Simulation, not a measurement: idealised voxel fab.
voxel gate over fins: a process module
Cross-section cut spans 270 nm and uses square cells 5 nm in size.
When this document writes out a cross-section, it uses a grid of square cells and lists it as bands, beginning at the top and moving down, with a band standing for one or more rows of cells.
Band: top and bottom heights (nm) first, top before bottom; then materials from left to right, widths in nm. "full width" marks a sole material filling the band edge to edge. "air" denotes empty space.
Ref level 0: as-received wafer is one material below here. Bottom band extends down with no lower bound ("from 0 down").
A two-number width, for instance "30->40", indicates that the width is equal to the first number in the top row of the band and to the second number in the bottom row, and that it changes by a constant amount per row of cells.
You'll sometimes find "nothing altered" written for a step, and that's the way of saying that nowhere in the cross-section did a cell change during that step.
In "Unvented internal voids" the enclosed voids are listed, meaning empty spaces of 8 cells or larger without any opening to the top. The form is width x height at distance, distance from the left edge, units nm.
On each step's line, the part that comes after the settings is the simulator's own comment on the step.
The optional step-line setting "overlay nm" applies to steps with a mask and quantifies how far to the right of its planned location the mask lay, a negative value indicating leftward placement.
## plan
1,op RECEIVE | material Si
2,op CONFORMAL_DEP | material SiN | thk nm 5
3,op PATTERN | tone cover | mask id FINS | material resist | width nm 15 | pitch nm 40 | thk nm 15 | overlay nm 0
4,op DIRECTIONAL_ETCH | etch materials SiN | depth nm 5
5,op DIRECTIONAL_ETCH | etch materials Si | depth nm 30
6,op STRIP | etch materials resist
7,op OXIDIZE | depth nm 5
8,op FILL_DEP | material SiO2 | thk nm 10
9,op CMP | height nm 5
10,op SELECTIVE_ETCH | etch materials SiO2 | depth nm 15
11,op STRIP | etch materials SiN
12,op CONFORMAL_DEP | material HfO2 | thk nm 5
13,op CONFORMAL_DEP | material TiN | thk nm 5
14,op FILL_DEP | material W | thk nm 10
15,op CMP | height nm 15
16,op CONFORMAL_DEP | material SiN | thk nm 5
The value of thk nm given for step 13 in the plan refers to the first wafer; the wafers vary in this setting and are alike at the start.
## Cross-section, first of several wafers, as delivered after step 1
from 0 down: Si full width
Unvented internal voids: none
## Quick key for the table: a row per wafer, taken at the end of the module. For each material it tells you how many cells the wafer gained (+) or lost (-) since it came in, and the closed voids come after
thk nm 5, +66 HfO2, -357 Si, +54 SiN, +255 SiO2, +66 TiN, +132 W, Unvented internal voids: none
thk nm 10, +66 HfO2, -357 Si, +54 SiN, +255 SiO2, +132 TiN, +66 W, Unvented internal voids: none
thk nm 15, +66 HfO2, -357 Si, +54 SiN, +255 SiO2, +169 TiN, +29 W, Unvented internal voids: none
thk nm 20, +66 HfO2, -357 Si, +54 SiN, +255 SiO2, +198 TiN, Unvented internal voids: none
